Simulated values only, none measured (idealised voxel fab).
A process module follows: voxel plated lines.
cross-section cut | 270 nm wide | cells 5 nm
Format of a cross-section: grid, square cells. Given as bands. Order: top down. Band: one or more rows of cells. For a band, the entry starts with two heights in nm, that of the top and then that of the bottom, and carries on with the band's materials in order from left to right, each alongside its width in nm; the word "throughout" beside a single material means it fills the band edge to edge, and "empty" means empty space. Height 0 is the level under which the wafer as received is all one material. The lowest band goes on downwards, as in "0 and below". The expression "30..40" gives the width at the extremes of the band, the first number at its top row of cells and the second at its bottom row, with the width changing by equal amounts from each row to the next in between. Basically "no alteration" means that step didn't change any cell in the cross-section. "Encapsulated voids" means: voids of 8 cells or more that are shut off from the top with no open way through. Written width x height at distance, distance from the left edge, in nm. Whatever follows a step's settings on its line is a remark the simulator itself makes about that step. overlay nm: step with mask; distance mask lay right of planned place; negative value = left of planned place.
This section lists the process steps that were planned
1: RECEIVE,material Si
2: CONFORMAL_DEP,material SiO2,thk nm 15
3: DIRECTIONAL_DEP,material TiN,thk nm 5
4: PATTERN,tone open,mask id LINES,material resist,width nm 15,pitch nm 35,thk nm 15,overlay nm 0
5: EPI,material Ru,thk nm 10
6: STRIP,etch materials resist
7: DIRECTIONAL_ETCH,etch materials TiN,depth nm 5
8: CONFORMAL_DEP,material SiO2,thk nm 10
Cross-sectional view of the wafer in its as-received condition, corresponding to the state after step 1
  0 and below | Si throughout
  Encapsulated voids: none
Looking at the first of two wafers in cross-section at end of module - ran to plan
  40 down to 30 | empty=80, then SiO2=105, then empty=85
  30 down to 25 | empty=80, then SiO2=10, then Ru=15, then SiO2=20, then Ru=15, then SiO2=20, then Ru=15, then SiO2=10, then empty=85
  25 down to 20 | SiO2=90, then Ru=15, then SiO2=20, then Ru=15, then SiO2=20, then Ru=15, then SiO2=95
  20 down to 15 | SiO2=90, then TiN=15, then SiO2=20, then TiN=15, then SiO2=20, then TiN=15, then SiO2=95
  15 down to 0 | SiO2 throughout
  0 and below | Si throughout
  Encapsulated voids: none
Cross-section of the latter of the two wafers at module completion. It had an identical start and an identical plan to the former; in running it, one mistake was made
  35 down to 30 | empty=80, then SiO2=105, then empty=85
  30 down to 25 | SiO2 throughout
  25 down to 20 | SiO2=90, then Ru=15, then SiO2=20, then Ru=15, then SiO2=20, then Ru=15, then SiO2=95
  20 down to 15 | TiN throughout
  15 down to 0 | SiO2 throughout
  0 and below | Si throughout
  Encapsulated voids: none
In executing the process, a mistake was made relative to the plan: for step 7, the planned setting was not used; the step was instead run as DIRECTIONAL_ETCH,etch materials Ru,depth nm 5
End check, counted in cells, second wafer has more or fewer of these materials than the first: -9 Ru | -24 SiO2 | +45 TiN
